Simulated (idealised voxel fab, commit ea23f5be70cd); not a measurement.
Module name: voxel tone inversion (process module)
Square cells of 5 nm make up the cross-section cut, whose width is 220 nm.
Cross-section format: a grid of square cells, given as bands from top to bottom; each band is one or more rows of cells.
Top, bottom (nm), then materials left to right with widths (nm); lone material tagged "full width" fills the whole band edge to edge; "blank" = empty space.
We count height from 0. Below that, the starting wafer is all one material. The lowest band never ends at the bottom but goes on down; see "top 0, no bottom" for how that is written.
So if you see something like "30..40" for the width, read it as the top row of the band sitting at the first number and the bottom row at the second, with every row in between moving by the same amount as the last.
It should be understood that the words "nothing different", when stated for a given step, signify that the cross-section underwent no change in any of its cells during that step.
The entry titled "Sealed void list" provides the empty spaces that have no open way to the top, restricted to those of 8 cells or more. Each is presented as width x height at distance, the distance being measured from the left edge, with all three in nm.
Read whatever lies past the settings on a step's line as the simulator's own remark about the step.
Each step line may optionally specify "overlay nm", which for a step with a mask gives the rightward distance between the mask's planned place and where it lay, a negative value indicating the leftward direction.
-- Planned step list for the process
1 RECEIVE [material Si]
2 CONFORMAL_DEP [material SiN] [thk nm 5]
3 DIRECTIONAL_DEP [material aC] [thk nm 20]
4 PATTERN [tone cover] [mask id POSTS] [material resist] [width nm 20] [pitch nm 40] [thk nm 30] [overlay nm -15]
5 DIRECTIONAL_ETCH [etch materials aC] [depth nm 20]
6 STRIP [etch materials resist]
7 FILL_DEP [material lowk] [thk nm 5]
8 CMP [height nm 25]
9 STRIP [etch materials aC]
10 CONFORMAL_DEP [material TiN] [thk nm 5]
11 FILL_DEP [material Cu] [thk nm 10]
12 CMP [height nm 25]
13 CONFORMAL_DEP [material SiCN] [thk nm 5]
Heads up: all these wafers start the same, and what changes between them is the overlay nm in step 4. The value you see in the plan is just what the first wafer got.
-- Here's the first of the wafers in cross-section, just as we got it, i.e. after step 1
* top 0, no bottom = Si full width
* Sealed void list: none
-- The rows of the table below are wafers. Looking at the end of the module, a row counts, for every material, the cells the wafer has gained, shown as (+), or lost, shown as (-), since it was received; its closed voids come next
overlay nm -15 | +12 Cu | +44 SiCN | +44 SiN | +20 TiN | +144 lowk | Sealed void list: none
overlay nm -10 | +12 Cu | +44 SiCN | +44 SiN | +20 TiN | +144 lowk | Sealed void list: none
overlay nm -5 | +12 Cu | +44 SiCN | +44 SiN | +20 TiN | +144 lowk | Sealed void list: none
overlay nm 0 | +12 Cu | +44 SiCN | +44 SiN | +20 TiN | +144 lowk | Sealed void list: none
overlay nm 5 | +12 Cu | +44 SiCN | +44 SiN | +20 TiN | +144 lowk | Sealed void list: none
overlay nm 10 | +12 Cu | +44 SiCN | +44 SiN | +20 TiN | +144 lowk | Sealed void list: none
overlay nm 15 | +12 Cu | +44 SiCN | +44 SiN | +20 TiN | +144 lowk | Sealed void list: none
